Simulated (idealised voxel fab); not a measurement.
Process module, titled voxel gate over fins
Pictured: cross-section cut, 220 nm wide, on a grid of 5 nm square cells.
Cross-sections here: square-cell grids, written as top-down lists of bands, a band being one or more rows of cells. Quick guide to a band line: top height, bottom height (nm) up front; then every material left to right with its width in nm. Only one material and it's marked "edge to edge"? Then it fills the band edge to edge. And "air" just means empty space. It should be noted that heights are counted from 0, beneath which the wafer as supplied is of one material throughout, and that the lowest band possesses no lower boundary but continues downward, as written in "z 0 and below". Per-row width for "30..40": begins at first number (top row of band), ends at second number (bottom row), increment between rows held constant. "changes: none" -> step changed no cross-section cell. In the "Sealed void listing" entry, you get each enclosed empty space of 8 cells or more, one with no open way to the top, written width x height at distance, distance from the left edge, in nm. Post-settings text on a step line: simulator's own remark regarding the step. overlay nm: how far to the right of its planned place the mask lay on this masked step (negative: to the left). The remainder of this document consists of a sequence of paired cross-sections. Each pair presents the cross-section prior to one process step together with the cross-section following it, the latter being rendered only as deep as the lowest band that underwent change. The intervening step, together with its settings, is stated beneath each pair. Because the pairs may originate from different runs of this module on the same starting wafer, a given pair is to be read as continuing from the preceding pair only where its entry headed "Structure before processing" so indicates.

**Structure before processing**
  z 0 and below | Si edge to edge
  Sealed void listing: none

**Section, Post-Step**
  z 10 to 0 | SiN edge to edge
  Anything lower than 0 is untouched.
  Sealed void listing: none
Relating the two cross-sections above, the step in between is CONFORMAL_DEP, material SiN, thk nm 10

Structure before processing: we pick up right where the pair above leaves off, with its after cross-section.

**Section, Post-Step**
  z 25 to 10 | 25 nm air  15 nm resist  35 nm air  15 nm resist  35 nm air  15 nm resist  35 nm air  15 nm resist  30 nm air
  Anything lower than 10 is untouched.
  Sealed void listing: none
Relating the two cross-sections above, the step in between is PATTERN, tone cover, mask id FINS, material resist, width nm 15, pitch nm 50, thk nm 15, overlay nm 0

Structure before processing: we pick up right where the pair above leaves off, with its after cross-section.

**Section, Post-Step**
  z 25 to 10 | 25 nm air  15 nm resist  35 nm air  15 nm resist  35 nm air  15 nm resist  35 nm air  15 nm resist  30 nm air
  z 10 to 0 | 25 nm air  15 nm SiN  35 nm air  15 nm SiN  35 nm air  15 nm SiN  35 nm air  15 nm SiN  30 nm air
  Anything lower than 0 is untouched.
  Sealed void listing: none
Relating the two cross-sections above, the step in between is DIRECTIONAL_ETCH, etch materials SiN, depth nm 10

Structure before processing: we pick up right where the pair above leaves off, with its after cross-section.

**Section, Post-Step**
  z 25 to 10 | 25 nm air  15 nm resist  35 nm air  15 nm resist  35 nm air  15 nm resist  35 nm air  15 nm resist  30 nm air
  z 10 to 0 | 25 nm air  15 nm SiN  35 nm air  15 nm SiN  35 nm air  15 nm SiN  35 nm air  15 nm SiN  30 nm air
  z 0 to -35 | 25 nm air  15 nm Si  35 nm air  15 nm Si  35 nm air  15 nm Si  35 nm air  15 nm Si  30 nm air
  Anything lower than -35 is untouched.
  Sealed void listing: none
Relating the two cross-sections above, the step in between is DIRECTIONAL_ETCH, etch materials Si, depth nm 35

Structure before processing: we pick up right where the pair above leaves off, with its after cross-section.

**Section, Post-Step**
  z 10 to 0 | 25 nm air  15 nm SiN  35 nm air  15 nm SiN  35 nm air  15 nm SiN  35 nm air  15 nm SiN  30 nm air
  Anything lower than 0 is untouched.
  Sealed void listing: none
Relating the two cross-sections above, the step in between is STRIP, etch materials resist

Structure before processing: we pick up right where the pair above leaves off, with its after cross-section.

**Section, Post-Step**
  z 10 to 0 | 25 nm air  15 nm SiN  35 nm air  15 nm SiN  35 nm air  15 nm SiN  35 nm air  15 nm SiN  30 nm air
  z 0 to -35 | 25 nm air  5 nm SiO2  5 nm Si  5 nm SiO2  35 nm air  5 nm SiO2  5 nm Si  5 nm SiO2  35 nm air  5 nm SiO2  5 nm Si  5 nm SiO2  35 nm air  5 nm SiO2  5 nm Si  5 nm SiO2  30 nm air
  z -35 to -40 | 30 nm SiO2  5 nm Si  45 nm SiO2  5 nm Si  45 nm SiO2  5 nm Si  45 nm SiO2  5 nm Si  35 nm SiO2
  Anything lower than -40 is untouched.
  Sealed void listing: none
Relating the two cross-sections above, the step in between is OXIDIZE, depth nm 5

Structure before processing: we pick up right where the pair above leaves off, with its after cross-section.

**Section, Post-Step**
  z 20 to 10 | SiO2 edge to edge
  z 10 to 0 | 25 nm SiO2  15 nm SiN  35 nm SiO2  15 nm SiN  35 nm SiO2  15 nm SiN  35 nm SiO2  15 nm SiN  30 nm SiO2
  z 0 to -40 | 30 nm SiO2  5 nm Si  45 nm SiO2  5 nm Si  45 nm SiO2  5 nm Si  45 nm SiO2  5 nm Si  35 nm SiO2
  Anything lower than -40 is untouched.
  Sealed void listing: none
Relating the two cross-sections above, the step in between is FILL_DEP, material SiO2, thk nm 10

Structure before processing: we pick up right where the pair above leaves off, with its after cross-section.

**Section, Post-Step**
  z 10 to 0 | 25 nm SiO2  15 nm SiN  35 nm SiO2  15 nm SiN  35 nm SiO2  15 nm SiN  35 nm SiO2  15 nm SiN  30 nm SiO2
  Anything lower than 0 is untouched.
  Sealed void listing: none
Relating the two cross-sections above, the step in between is CMP, height nm 10

Structure before processing: we pick up right where the pair above leaves off, with its after cross-section.

**Section, Post-Step**
  z 30 to 10 | 50 nm resist  15 nm air  155 nm resist
  Anything lower than 10 is untouched.
  Sealed void listing: none
Relating the two cross-sections above, the step in between is PATTERN, tone open, mask id RAIL, material resist, width nm 15, thk nm 20, overlay nm 0

Structure before processing: we pick up right where the pair above leaves off, with its after cross-section.

**Section, Post-Step**
  z 30 to 10 | 50 nm resist  15 nm air  155 nm resist
  z 10 to 0 | 25 nm SiO2  15 nm SiN  10 nm SiO2  15 nm air  10 nm SiO2  15 nm SiN  35 nm SiO2  15 nm SiN  35 nm SiO2  15 nm SiN  30 nm SiO2
  z 0 to -30 | 30 nm SiO2  5 nm Si  15 nm SiO2  15 nm air  15 nm SiO2  5 nm Si  45 nm SiO2  5 nm Si  45 nm SiO2  5 nm Si  35 nm SiO2
  Anything lower than -30 is untouched.
  Sealed void listing: none
Relating the two cross-sections above, the step in between is DIRECTIONAL_ETCH, etch materials SiO2, depth nm 40

Structure before processing: we pick up right where the pair above leaves off, with its after cross-section.

**Section, Post-Step**
  z 10 to 0 | 25 nm SiO2  15 nm SiN  10 nm SiO2  15 nm air  10 nm SiO2  15 nm SiN  35 nm SiO2  15 nm SiN  35 nm SiO2  15 nm SiN  30 nm SiO2
  Anything lower than 0 is untouched.
  Sealed void listing: none
Relating the two cross-sections above, the step in between is STRIP, etch materials resist

Structure before processing: we pick up right where the pair above leaves off, with its after cross-section.

**Section, Post-Step**
  z 15 to 10 | 55 nm TiN  5 nm air  160 nm TiN
  z 10 to 0 | 25 nm SiO2  15 nm SiN  10 nm SiO2  5 nm TiN  5 nm air  5 nm TiN  10 nm SiO2  15 nm SiN  35 nm SiO2  15 nm SiN  35 nm SiO2  15 nm SiN  30 nm SiO2
  z 0 to -25 | 30 nm SiO2  5 nm Si  15 nm SiO2  5 nm TiN  5 nm air  5 nm TiN  15 nm SiO2  5 nm Si  45 nm SiO2  5 nm Si  45 nm SiO2  5 nm Si  35 nm SiO2
  z -25 to -30 | 30 nm SiO2  5 nm Si  15 nm SiO2  15 nm TiN  15 nm SiO2  5 nm Si  45 nm SiO2  5 nm Si  45 nm SiO2  5 nm Si  35 nm SiO2
  Anything lower than -30 is untouched.
  Sealed void listing: none
Relating the two cross-sections above, the step in between is CONFORMAL_DEP, material TiN, thk nm 5

Structure before processing: we pick up right where the pair above leaves off, with its after cross-section.

**Section, Post-Step**
  z 20 to 15 | W edge to edge
  z 15 to 10 | 55 nm TiN  5 nm W  160 nm TiN
  z 10 to 0 | 25 nm SiO2  15 nm SiN  10 nm SiO2  5 nm TiN  5 nm W  5 nm TiN  10 nm SiO2  15 nm SiN  35 nm SiO2  15 nm SiN  35 nm SiO2  15 nm SiN  30 nm SiO2
  z 0 to -25 | 30 nm SiO2  5 nm Si  15 nm SiO2  5 nm TiN  5 nm W  5 nm TiN  15 nm SiO2  5 nm Si  45 nm SiO2  5 nm Si  45 nm SiO2  5 nm Si  35 nm SiO2
  Anything lower than -25 is untouched.
  Sealed void listing: none
Relating the two cross-sections above, the step in between is FILL_DEP, material W, thk nm 5

Structure before processing: we pick up right where the pair above leaves off, with its after cross-section.

**Section, Post-Step**
  z 10 to 0 | 25 nm SiO2  15 nm SiN  10 nm SiO2  5 nm TiN  5 nm W  5 nm TiN  10 nm SiO2  15 nm SiN  35 nm SiO2  15 nm SiN  35 nm SiO2  15 nm SiN  30 nm SiO2
  Anything lower than 0 is untouched.
  Sealed void listing: none
Relating the two cross-sections above, the step in between is CMP, height nm 10

Structure before processing: we pick up right where the pair above leaves off, with its after cross-section.

**Section, Post-Step**
  z 10 to 0 | 25 nm SiO2  15 nm SiN  10 nm SiO2  15 nm air  10 nm SiO2  15 nm SiN  35 nm SiO2  15 nm SiN  35 nm SiO2  15 nm SiN  30 nm SiO2
  z 0 to -20 | 30 nm SiO2  5 nm Si  15 nm SiO2  15 nm air  15 nm SiO2  5 nm Si  45 nm SiO2  5 nm Si  45 nm SiO2  5 nm Si  35 nm SiO2
  Anything lower than -20 is untouched.
  Sealed void listing: none
Relating the two cross-sections above, the step in between is SELECTIVE_ETCH, etch materials W Ru TiN, depth nm 30

Structure before processing: we pick up right where the pair above leaves off, with its after cross-section.

**Section, Post-Step**
  z 15 to 10 | SiO2 edge to edge
  z 10 to 0 | 25 nm SiO2  15 nm SiN  35 nm SiO2  15 nm SiN  35 nm SiO2  15 nm SiN  35 nm SiO2  15 nm SiN  30 nm SiO2
  z 0 to -20 | 30 nm SiO2  5 nm Si  45 nm SiO2  5 nm Si  45 nm SiO2  5 nm Si  45 nm SiO2  5 nm Si  35 nm SiO2
  Anything lower than -20 is untouched.
  Sealed void listing: none
Relating the two cross-sections above, the step in between is FILL_DEP, material SiO2, thk nm 5

Structure before processing: we pick up right where the pair above leaves off, with its after cross-section.

**Section, Post-Step**
  z 10 to 0 | 25 nm SiO2  15 nm SiN  35 nm SiO2  15 nm SiN  35 nm SiO2  15 nm SiN  35 nm SiO2  15 nm SiN  30 nm SiO2
  Anything lower than 0 is untouched.
  Sealed void listing: none
Relating the two cross-sections above, the step in between is CMP, height nm 10

Structure before processing: we pick up right where the pair above leaves off, with its after cross-section.

**Section, Post-Step**
  z 10 to 0 | 25 nm air  15 nm SiN  35 nm air  15 nm SiN  35 nm air  15 nm SiN  35 nm air  15 nm SiN  30 nm air
  z 0 to -15 | 30 nm air  5 nm Si  45 nm air  5 nm Si  45 nm air  5 nm Si  45 nm air  5 nm Si  35 nm air
  Anything lower than -15 is untouched.
  Sealed void listing: none
Relating the two cross-sections above, the step in between is SELECTIVE_ETCH, etch materials SiO2, depth nm 25

Structure before processing: we pick up right where the pair above leaves off, with its after cross-section.

**Section, Post-Step**
  z 0 to -15 | 30 nm air  5 nm Si  45 nm air  5 nm Si  45 nm air  5 nm Si  45 nm air  5 nm Si  35 nm air
  Anything lower than -15 is untouched.
  Sealed void listing: none
Relating the two cross-sections above, the step in between is STRIP, etch materials SiN

Structure before processing: we pick up right where the pair above leaves off, with its after cross-section.

**Section, Post-Step**
  z 5 to 0 | 25 nm air  15 nm HfO2  35 nm air  15 nm HfO2  35 nm air  15 nm HfO2  35 nm air  15 nm HfO2  30 nm air
  z 0 to -10 | 25 nm air  5 nm HfO2  5 nm Si  5 nm HfO2  35 nm air  5 nm HfO2  5 nm Si  5 nm HfO2  35 nm air  5 nm HfO2  5 nm Si  5 nm HfO2  35 nm air  5 nm HfO2  5 nm Si  5 nm HfO2  30 nm air
  z -10 to -15 | 30 nm HfO2  5 nm Si  45 nm HfO2  5 nm Si  45 nm HfO2  5 nm Si  45 nm HfO2  5 nm Si  35 nm HfO2
  Anything lower than -15 is untouched.
  Sealed void listing: none
Relating the two cross-sections above, the step in between is CONFORMAL_DEP, material HfO2, thk nm 5

Structure before processing: we pick up right where the pair above leaves off, with its after cross-section.

**Section, Post-Step**
  z 10 to 5 | 20 nm air  25 nm TiN  25 nm air  25 nm TiN  25 nm air  25 nm TiN  25 nm air  25 nm TiN  25 nm air
  z 5 to 0 | 20 nm air  5 nm TiN  15 nm HfO2  5 nm TiN  25 nm air  5 nm TiN  15 nm HfO2  5 nm TiN  25 nm air  5 nm TiN  15 nm HfO2  5 nm TiN  25 nm air  5 nm TiN  15 nm HfO2  5 nm TiN  25 nm air
  z 0 to -5 | 20 nm air  5 nm TiN  5 nm HfO2  5 nm Si  5 nm HfO2  5 nm TiN  25 nm air  5 nm TiN  5 nm HfO2  5 nm Si  5 nm HfO2  5 nm TiN  25 nm air  5 nm TiN  5 nm HfO2  5 nm Si  5 nm HfO2  5 nm TiN  25 nm air  5 nm TiN  5 nm HfO2  5 nm Si  5 nm HfO2  5 nm TiN  25 nm air
  z -5 to -10 | 25 nm TiN  5 nm HfO2  5 nm Si  5 nm HfO2  35 nm TiN  5 nm HfO2  5 nm Si  5 nm HfO2  35 nm TiN  5 nm HfO2  5 nm Si  5 nm HfO2  35 nm TiN  5 nm HfO2  5 nm Si  5 nm HfO2  30 nm TiN
  Anything lower than -10 is untouched.
  Sealed void listing: none
Relating the two cross-sections above, the step in between is CONFORMAL_DEP, material TiN, thk nm 5

Structure before processing: we pick up right where the pair above leaves off, with its after cross-section.

**Section, Post-Step**
  z 25 to 10 | W edge to edge
  z 10 to 5 | 20 nm W  25 nm TiN  25 nm W  25 nm TiN  25 nm W  25 nm TiN  25 nm W  25 nm TiN  25 nm W
  z 5 to 0 | 20 nm W  5 nm TiN  15 nm HfO2  5 nm TiN  25 nm W  5 nm TiN  15 nm HfO2  5 nm TiN  25 nm W  5 nm TiN  15 nm HfO2  5 nm TiN  25 nm W  5 nm TiN  15 nm HfO2  5 nm TiN  25 nm W
  z 0 to -5 | 20 nm W  5 nm TiN  5 nm HfO2  5 nm Si  5 nm HfO2  5 nm TiN  25 nm W  5 nm TiN  5 nm HfO2  5 nm Si  5 nm HfO2  5 nm TiN  25 nm W  5 nm TiN  5 nm HfO2  5 nm Si  5 nm HfO2  5 nm TiN  25 nm W  5 nm TiN  5 nm HfO2  5 nm Si  5 nm HfO2  5 nm TiN  25 nm W
  Anything lower than -5 is untouched.
  Sealed void listing: none
Relating the two cross-sections above, the step in between is FILL_DEP, material W, thk nm 15

Structure before processing: we pick up right where the pair above leaves off, with its after cross-section.

**Section, Post-Step**
  z 20 to 10 | W edge to edge
  Anything lower than 10 is untouched.
  Sealed void listing: none
Relating the two cross-sections above, the step in between is CMP, height nm 20

Structure before processing: we pick up right where the pair above leaves off, with its after cross-section.

**Section, Post-Step**
  z 30 to 20 | SiCN edge to edge
  Anything lower than 20 is untouched.
  Sealed void listing: none
Relating the two cross-sections above, the step in between is CONFORMAL_DEP, material SiCN, thk nm 10

**Structure before processing**
  z 0 to -15 | 30 nm air  5 nm Si  45 nm air  5 nm Si  45 nm air  5 nm Si  45 nm air  5 nm Si  35 nm air
  z -15 to -20 | 30 nm SiO2  5 nm Si  45 nm SiO2  5 nm Si  45 nm SiO2  5 nm Si  45 nm SiO2  5 nm Si  35 nm SiO2
  z -20 to -25 | 30 nm SiO2  5 nm Si  15 nm SiO2  5 nm TiN  5 nm W  5 nm TiN  15 nm SiO2  5 nm Si  45 nm SiO2  5 nm Si  45 nm SiO2  5 nm Si  35 nm SiO2
  z -25 to -30 | 30 nm SiO2  5 nm Si  15 nm SiO2  15 nm TiN  15 nm SiO2  5 nm Si  45 nm SiO2  5 nm Si  45 nm SiO2  5 nm Si  35 nm SiO2
  z -30 to -40 | 30 nm SiO2  5 nm Si  45 nm SiO2  5 nm Si  45 nm SiO2  5 nm Si  45 nm SiO2  5 nm Si  35 nm SiO2
  z -40 and below | Si edge to edge
  Sealed void listing: none

**Section, Post-Step**
  z 5 to 0 | 25 nm air  15 nm TiN  35 nm air  15 nm TiN  35 nm air  15 nm TiN  35 nm air  15 nm TiN  30 nm air
  z 0 to -10 | 25 nm air  5 nm TiN  5 nm Si  5 nm TiN  35 nm air  5 nm TiN  5 nm Si  5 nm TiN  35 nm air  5 nm TiN  5 nm Si  5 nm TiN  35 nm air  5 nm TiN  5 nm Si  5 nm TiN  30 nm air
  z -10 to -15 | 30 nm TiN  5 nm Si  45 nm TiN  5 nm Si  45 nm TiN  5 nm Si  45 nm TiN  5 nm Si  35 nm TiN
  Anything lower than -15 is untouched.
  Sealed void listing: none
Relating the two cross-sections above, the step in between is CONFORMAL_DEP, material TiN, thk nm 5

Structure before processing: we pick up right where the pair above leaves off, with its after cross-section.

**Section, Post-Step**
  z 20 to 5 | W edge to edge
  z 5 to 0 | 25 nm W  15 nm TiN  35 nm W  15 nm TiN  35 nm W  15 nm TiN  35 nm W  15 nm TiN  30 nm W
  z 0 to -10 | 25 nm W  5 nm TiN  5 nm Si  5 nm TiN  35 nm W  5 nm TiN  5 nm Si  5 nm TiN  35 nm W  5 nm TiN  5 nm Si  5 nm TiN  35 nm W  5 nm TiN  5 nm Si  5 nm TiN  30 nm W
  Anything lower than -10 is untouched.
  Sealed void listing: none
Relating the two cross-sections above, the step in between is FILL_DEP, material W, thk nm 15

Structure before processing: we pick up right where the pair above leaves off, with its after cross-section.

**Section, Post-Step**
  z 30 to 20 | SiCN edge to edge
  Anything lower than 20 is untouched.
  Sealed void listing: none
Relating the two cross-sections above, the step in between is CONFORMAL_DEP, material SiCN, thk nm 10

**Structure before processing**
  z 25 to 10 | 25 nm air  15 nm resist  35 nm air  15 nm resist  35 nm air  15 nm resist  35 nm air  15 nm resist  30 nm air
  z 10 to 0 | 25 nm air  15 nm SiN  35 nm air  15 nm SiN  35 nm air  15 nm SiN  35 nm air  15 nm SiN  30 nm air
  z 0 to -35 | 25 nm air  15 nm Si  35 nm air  15 nm Si  35 nm air  15 nm Si  35 nm air  15 nm Si  30 nm air
  z -35 and below | Si edge to edge
  Sealed void listing: none

**Section, Post-Step**
  z 25 to 10 | 25 nm air  15 nm resist  35 nm air  15 nm resist  35 nm air  15 nm resist  35 nm air  15 nm resist  30 nm air
  z 10 to 0 | 25 nm air  15 nm SiN  35 nm air  15 nm SiN  35 nm air  15 nm SiN  35 nm air  15 nm SiN  30 nm air
  z 0 to -70 | 25 nm air  15 nm Si  35 nm air  15 nm Si  35 nm air  15 nm Si  35 nm air  15 nm Si  30 nm air
  Anything lower than -70 is untouched.
  Sealed void listing: none
Relating the two cross-sections above, the step in between is DIRECTIONAL_ETCH, etch materials Si, depth nm 35

Structure before processing: we pick up right where the pair above leaves off, with its after cross-section.

**Section, Post-Step**
  z 10 to 0 | 25 nm air  15 nm SiN  35 nm air  15 nm SiN  35 nm air  15 nm SiN  35 nm air  15 nm SiN  30 nm air
  Anything lower than 0 is untouched.
  Sealed void listing: none
Relating the two cross-sections above, the step in between is STRIP, etch materials resist

Structure before processing: we pick up right where the pair above leaves off, with its after cross-section.

**Section, Post-Step**
  z 10 to 0 | 25 nm air  15 nm SiN  35 nm air  15 nm SiN  35 nm air  15 nm SiN  35 nm air  15 nm SiN  30 nm air
  z 0 to -70 | 25 nm air  5 nm SiO2  5 nm Si  5 nm SiO2  35 nm air  5 nm SiO2  5 nm Si  5 nm SiO2  35 nm air  5 nm SiO2  5 nm Si  5 nm SiO2  35 nm air  5 nm SiO2  5 nm Si  5 nm SiO2  30 nm air
  z -70 to -75 | 30 nm SiO2  5 nm Si  45 nm SiO2  5 nm Si  45 nm SiO2  5 nm Si  45 nm SiO2  5 nm Si  35 nm SiO2
  Anything lower than -75 is untouched.
  Sealed void listing: none
Relating the two cross-sections above, the step in between is OXIDIZE, depth nm 5

Structure before processing: we pick up right where the pair above leaves off, with its after cross-section.

**Section, Post-Step**
  z 20 to 10 | SiO2 edge to edge
  z 10 to 0 | 25 nm SiO2  15 nm SiN  35 nm SiO2  15 nm SiN  35 nm SiO2  15 nm SiN  35 nm SiO2  15 nm SiN  30 nm SiO2
  z 0 to -75 | 30 nm SiO2  5 nm Si  45 nm SiO2  5 nm Si  45 nm SiO2  5 nm Si  45 nm SiO2  5 nm Si  35 nm SiO2
  Anything lower than -75 is untouched.
  Sealed void listing: none
Relating the two cross-sections above, the step in between is FILL_DEP, material SiO2, thk nm 10

Structure before processing: we pick up right where the pair above leaves off, with its after cross-section.

**Section, Post-Step**
  z 10 to 0 | 25 nm SiO2  15 nm SiN  35 nm SiO2  15 nm SiN  35 nm SiO2  15 nm SiN  35 nm SiO2  15 nm SiN  30 nm SiO2
  Anything lower than 0 is untouched.
  Sealed void listing: none
Relating the two cross-sections above, the step in between is CMP, height nm 10

Structure before processing: we pick up right where the pair above leaves off, with its after cross-section.

**Section, Post-Step**
  z 30 to 10 | 50 nm resist  15 nm air  155 nm resist
  Anything lower than 10 is untouched.
  Sealed void listing: none
Relating the two cross-sections above, the step in between is PATTERN, tone open, mask id RAIL, material resist, width nm 15, thk nm 20, overlay nm 0

Structure before processing: we pick up right where the pair above leaves off, with its after cross-section.

**Section, Post-Step**
  z 30 to 10 | 50 nm resist  15 nm air  155 nm resist
  z 10 to 0 | 25 nm SiO2  15 nm SiN  10 nm SiO2  15 nm air  10 nm SiO2  15 nm SiN  35 nm SiO2  15 nm SiN  35 nm SiO2  15 nm SiN  30 nm SiO2
  z 0 to -30 | 30 nm SiO2  5 nm Si  15 nm SiO2  15 nm air  15 nm SiO2  5 nm Si  45 nm SiO2  5 nm Si  45 nm SiO2  5 nm Si  35 nm SiO2
  Anything lower than -30 is untouched.
  Sealed void listing: none
Relating the two cross-sections above, the step in between is DIRECTIONAL_ETCH, etch materials SiO2, depth nm 40

Structure before processing: we pick up right where the pair above leaves off, with its after cross-section.

**Section, Post-Step**
  z 10 to 0 | 25 nm SiO2  15 nm SiN  10 nm SiO2  15 nm air  10 nm SiO2  15 nm SiN  35 nm SiO2  15 nm SiN  35 nm SiO2  15 nm SiN  30 nm SiO2
  Anything lower than 0 is untouched.
  Sealed void listing: none
Relating the two cross-sections above, the step in between is STRIP, etch materials resist

Structure before processing: we pick up right where the pair above leaves off, with its after cross-section.

**Section, Post-Step**
  z 15 to 10 | 55 nm TiN  5 nm air  160 nm TiN
  z 10 to 0 | 25 nm SiO2  15 nm SiN  10 nm SiO2  5 nm TiN  5 nm air  5 nm TiN  10 nm SiO2  15 nm SiN  35 nm SiO2  15 nm SiN  35 nm SiO2  15 nm SiN  30 nm SiO2
  z 0 to -25 | 30 nm SiO2  5 nm Si  15 nm SiO2  5 nm TiN  5 nm air  5 nm TiN  15 nm SiO2  5 nm Si  45 nm SiO2  5 nm Si  45 nm SiO2  5 nm Si  35 nm SiO2
  z -25 to -30 | 30 nm SiO2  5 nm Si  15 nm SiO2  15 nm TiN  15 nm SiO2  5 nm Si  45 nm SiO2  5 nm Si  45 nm SiO2  5 nm Si  35 nm SiO2
  Anything lower than -30 is untouched.
  Sealed void listing: none
Relating the two cross-sections above, the step in between is CONFORMAL_DEP, material TiN, thk nm 5

Structure before processing: we pick up right where the pair above leaves off, with its after cross-section.

**Section, Post-Step**
  z 20 to 15 | W edge to edge
  z 15 to 10 | 55 nm TiN  5 nm W  160 nm TiN
  z 10 to 0 | 25 nm SiO2  15 nm SiN  10 nm SiO2  5 nm TiN  5 nm W  5 nm TiN  10 nm SiO2  15 nm SiN  35 nm SiO2  15 nm SiN  35 nm SiO2  15 nm SiN  30 nm SiO2
  z 0 to -25 | 30 nm SiO2  5 nm Si  15 nm SiO2  5 nm TiN  5 nm W  5 nm TiN  15 nm SiO2  5 nm Si  45 nm SiO2  5 nm Si  45 nm SiO2  5 nm Si  35 nm SiO2
  Anything lower than -25 is untouched.
  Sealed void listing: none
Relating the two cross-sections above, the step in between is FILL_DEP, material W, thk nm 5

Structure before processing: we pick up right where the pair above leaves off, with its after cross-section.

**Section, Post-Step**
  z 10 to 0 | 25 nm SiO2  15 nm SiN  10 nm SiO2  5 nm TiN  5 nm W  5 nm TiN  10 nm SiO2  15 nm SiN  35 nm SiO2  15 nm SiN  35 nm SiO2  15 nm SiN  30 nm SiO2
  Anything lower than 0 is untouched.
  Sealed void listing: none
Relating the two cross-sections above, the step in between is CMP, height nm 10

Structure before processing: we pick up right where the pair above leaves off, with its after cross-section.

**Section, Post-Step**
  z 10 to 0 | 25 nm SiO2  15 nm SiN  10 nm SiO2  15 nm air  10 nm SiO2  15 nm SiN  35 nm SiO2  15 nm SiN  35 nm SiO2  15 nm SiN  30 nm SiO2
  z 0 to -20 | 30 nm SiO2  5 nm Si  15 nm SiO2  15 nm air  15 nm SiO2  5 nm Si  45 nm SiO2  5 nm Si  45 nm SiO2  5 nm Si  35 nm SiO2
  Anything lower than -20 is untouched.
  Sealed void listing: none
Relating the two cross-sections above, the step in between is SELECTIVE_ETCH, etch materials W Ru TiN, depth nm 30

Structure before processing: we pick up right where the pair above leaves off, with its after cross-section.

**Section, Post-Step**
  z 15 to 10 | SiO2 edge to edge
  z 10 to 0 | 25 nm SiO2  15 nm SiN  35 nm SiO2  15 nm SiN  35 nm SiO2  15 nm SiN  35 nm SiO2  15 nm SiN  30 nm SiO2
  z 0 to -20 | 30 nm SiO2  5 nm Si  45 nm SiO2  5 nm Si  45 nm SiO2  5 nm Si  45 nm SiO2  5 nm Si  35 nm SiO2
  Anything lower than -20 is untouched.
  Sealed void listing: none
Relating the two cross-sections above, the step in between is FILL_DEP, material SiO2, thk nm 5

Structure before processing: we pick up right where the pair above leaves off, with its after cross-section.

**Section, Post-Step**
  z 10 to 0 | 25 nm SiO2  15 nm SiN  35 nm SiO2  15 nm SiN  35 nm SiO2  15 nm SiN  35 nm SiO2  15 nm SiN  30 nm SiO2
  Anything lower than 0 is untouched.
  Sealed void listing: none
Relating the two cross-sections above, the step in between is CMP, height nm 10

Structure before processing: we pick up right where the pair above leaves off, with its after cross-section.

**Section, Post-Step**
  z 10 to 0 | 25 nm air  15 nm SiN  35 nm air  15 nm SiN  35 nm air  15 nm SiN  35 nm air  15 nm SiN  30 nm air
  z 0 to -15 | 30 nm air  5 nm Si  45 nm air  5 nm Si  45 nm air  5 nm Si  45 nm air  5 nm Si  35 nm air
  Anything lower than -15 is untouched.
  Sealed void listing: none
Relating the two cross-sections above, the step in between is SELECTIVE_ETCH, etch materials SiO2, depth nm 25

Structure before processing: we pick up right where the pair above leaves off, with its after cross-section.

**Section, Post-Step**
  z 0 to -15 | 30 nm air  5 nm Si  45 nm air  5 nm Si  45 nm air  5 nm Si  45 nm air  5 nm Si  35 nm air
  Anything lower than -15 is untouched.
  Sealed void listing: none
Relating the two cross-sections above, the step in between is STRIP, etch materials SiN

Structure before processing: we pick up right where the pair above leaves off, with its after cross-section.

**Section, Post-Step**
  z 5 to 0 | 25 nm air  15 nm HfO2  35 nm air  15 nm HfO2  35 nm air  15 nm HfO2  35 nm air  15 nm HfO2  30 nm air
  z 0 to -10 | 25 nm air  5 nm HfO2  5 nm Si  5 nm HfO2  35 nm air  5 nm HfO2  5 nm Si  5 nm HfO2  35 nm air  5 nm HfO2  5 nm Si  5 nm HfO2  35 nm air  5 nm HfO2  5 nm Si  5 nm HfO2  30 nm air
  z -10 to -15 | 30 nm HfO2  5 nm Si  45 nm HfO2  5 nm Si  45 nm HfO2  5 nm Si  45 nm HfO2  5 nm Si  35 nm HfO2
  Anything lower than -15 is untouched.
  Sealed void listing: none
Relating the two cross-sections above, the step in between is CONFORMAL_DEP, material HfO2, thk nm 5

Structure before processing: we pick up right where the pair above leaves off, with its after cross-section.

**Section, Post-Step**
  z 10 to 5 | 20 nm air  25 nm TiN  25 nm air  25 nm TiN  25 nm air  25 nm TiN  25 nm air  25 nm TiN  25 nm air
  z 5 to 0 | 20 nm air  5 nm TiN  15 nm HfO2  5 nm TiN  25 nm air  5 nm TiN  15 nm HfO2  5 nm TiN  25 nm air  5 nm TiN  15 nm HfO2  5 nm TiN  25 nm air  5 nm TiN  15 nm HfO2  5 nm TiN  25 nm air
  z 0 to -5 | 20 nm air  5 nm TiN  5 nm HfO2  5 nm Si  5 nm HfO2  5 nm TiN  25 nm air  5 nm TiN  5 nm HfO2  5 nm Si  5 nm HfO2  5 nm TiN  25 nm air  5 nm TiN  5 nm HfO2  5 nm Si  5 nm HfO2  5 nm TiN  25 nm air  5 nm TiN  5 nm HfO2  5 nm Si  5 nm HfO2  5 nm TiN  25 nm air
  z -5 to -10 | 25 nm TiN  5 nm HfO2  5 nm Si  5 nm HfO2  35 nm TiN  5 nm HfO2  5 nm Si  5 nm HfO2  35 nm TiN  5 nm HfO2  5 nm Si  5 nm HfO2  35 nm TiN  5 nm HfO2  5 nm Si  5 nm HfO2  30 nm TiN
  Anything lower than -10 is untouched.
  Sealed void listing: none
Relating the two cross-sections above, the step in between is CONFORMAL_DEP, material TiN, thk nm 5

Structure before processing: we pick up right where the pair above leaves off, with its after cross-section.

**Section, Post-Step**
  z 25 to 10 | W edge to edge
  z 10 to 5 | 20 nm W  25 nm TiN  25 nm W  25 nm TiN  25 nm W  25 nm TiN  25 nm W  25 nm TiN  25 nm W
  z 5 to 0 | 20 nm W  5 nm TiN  15 nm HfO2  5 nm TiN  25 nm W  5 nm TiN  15 nm HfO2  5 nm TiN  25 nm W  5 nm TiN  15 nm HfO2  5 nm TiN  25 nm W  5 nm TiN  15 nm HfO2  5 nm TiN  25 nm W
  z 0 to -5 | 20 nm W  5 nm TiN  5 nm HfO2  5 nm Si  5 nm HfO2  5 nm TiN  25 nm W  5 nm TiN  5 nm HfO2  5 nm Si  5 nm HfO2  5 nm TiN  25 nm W  5 nm TiN  5 nm HfO2  5 nm Si  5 nm HfO2  5 nm TiN  25 nm W  5 nm TiN  5 nm HfO2  5 nm Si  5 nm HfO2  5 nm TiN  25 nm W
  Anything lower than -5 is untouched.
  Sealed void listing: none
Relating the two cross-sections above, the step in between is FILL_DEP, material W, thk nm 15

Structure before processing: we pick up right where the pair above leaves off, with its after cross-section.

**Section, Post-Step**
  z 20 to 10 | W edge to edge
  Anything lower than 10 is untouched.
  Sealed void listing: none
Relating the two cross-sections above, the step in between is CMP, height nm 20
